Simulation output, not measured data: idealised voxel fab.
process module | voxel capacitor over wiring
cross-section cut | 230 nm wide | cells 5 nm
A cross-section is a grid of square cells, given in bands from the top down. A band is one or more rows of cells.
Each band's line starts with the height of the band's top and of its bottom, in nm. Then come its materials from left to right, each with its width in nm. One material with "throughout" fills the band from edge to edge. "air" is empty space.
Height 0 is the level under which the wafer as received is all one material. The lowest band goes on downwards, as in "0 down".
A width such as "30 to 40" changes by the same amount from each row of cells to the next, from the band's top row to its bottom row.
"no change" after a step means that no cell of the cross-section changed.
closed voids: empty space of 8 cells or more with no open way to the top, each as width x height at its distance from the left edge, in nm
after a step's settings: what the simulator itself notes on the step
overlay nm, on a step with a mask: how far to the right of its planned place the mask lay; to the left if negative
plan
1 op RECEIVE | material Si
2 op CONFORMAL_DEP | material SiO2 | thk nm 15
3 op CONFORMAL_DEP | material SiN | thk nm 5
4 op DIRECTIONAL_DEP | material SiO2 | thk nm 15
5 op MASKED_ETCH | tone open | mask id METAL_1 | width nm 20 | pitch nm 90 | etch materials SiO2 | depth nm 15 | overlay nm 0
6 op MASKED_ETCH | tone open | mask id METAL_1 | width nm 20 | pitch nm 90 | etch materials SiN | depth nm 5 | overlay nm 0
7 op CONFORMAL_DEP | material TiN | thk nm 5
8 op FILL_DEP | material Cu | thk nm 5
9 op CMP | height nm 35
10 op CONFORMAL_DEP | material SiCN | thk nm 5
11 op DIRECTIONAL_DEP | material SiO2 | thk nm 15
12 op MASKED_ETCH | tone open | mask id PLUG_1 | width nm 15 | etch materials SiO2 | depth nm 15 | overlay nm 0
13 op MASKED_ETCH | tone open | mask id PLUG_1 | width nm 15 | etch materials SiCN | depth nm 5 | overlay nm 0
14 op CONFORMAL_DEP | material TiN | thk nm 5
15 op FILL_DEP | material Ru | thk nm 5
16 op CMP | height nm 55
17 op DIRECTIONAL_DEP | material TiN | thk nm 10
18 op DIRECTIONAL_DEP | material HfO2 | thk nm 5
19 op DIRECTIONAL_DEP | material TiN | thk nm 10
20 op MASKED_ETCH | tone cover | mask id UPPER_PLATE | width nm 75 | etch materials TiN | depth nm 10 | overlay nm 0
21 op MASKED_ETCH | tone cover | mask id UPPER_PLATE | width nm 75 | etch materials HfO2 | depth nm 5 | overlay nm 0
22 op MASKED_ETCH | tone cover | mask id LOWER_PLATE | width nm 85 | etch materials TiN | depth nm 10 | overlay nm 0
23 op FILL_DEP | material SiO2 | thk nm 20
24 op CMP | height nm 95
25 op PATTERN | tone open | mask id PLUG_2 | material resist | width nm 15 | thk nm 15 | overlay nm -15
26 op DIRECTIONAL_ETCH | etch materials SiO2 | depth nm 15
27 op STRIP | etch materials resist
28 op CONFORMAL_DEP | material TiN | thk nm 5
29 op FILL_DEP | material W | thk nm 5
30 op CMP | height nm 95
31 op CONFORMAL_DEP | material SiN | thk nm 5
varied across the wafers: overlay nm of step 25. The plan shows the first wafer's value. All wafers start alike
first wafer as received, after step 1
  0 down: Si throughout
  closed voids: none
each wafer at the end: cells of each material gained (+) or lost (-) since it was received, then its closed voids
overlay nm -15 | +12 Cu | +15 HfO2 | +3 Ru | +43 SiCN | +84 SiN | +661 SiO2 | +100 TiN | +2 W | closed voids: none
overlay nm -10 | +12 Cu | +15 HfO2 | +3 Ru | +43 SiCN | +84 SiN | +661 SiO2 | +100 TiN | +2 W | closed voids: none
overlay nm -5 | +12 Cu | +15 HfO2 | +3 Ru | +43 SiCN | +84 SiN | +661 SiO2 | +100 TiN | +2 W | closed voids: none
overlay nm 0 | +12 Cu | +15 HfO2 | +3 Ru | +43 SiCN | +84 SiN | +661 SiO2 | +100 TiN | +2 W | closed voids: none
overlay nm 5 | +12 Cu | +15 HfO2 | +3 Ru | +43 SiCN | +84 SiN | +661 SiO2 | +100 TiN | +2 W | closed voids: none
overlay nm 10 | +12 Cu | +15 HfO2 | +3 Ru | +43 SiCN | +84 SiN | +661 SiO2 | +100 TiN | +2 W | closed voids: none
overlay nm 15 | +12 Cu | +15 HfO2 | +3 Ru | +43 SiCN | +84 SiN | +661 SiO2 | +100 TiN | +2 W | closed voids: none
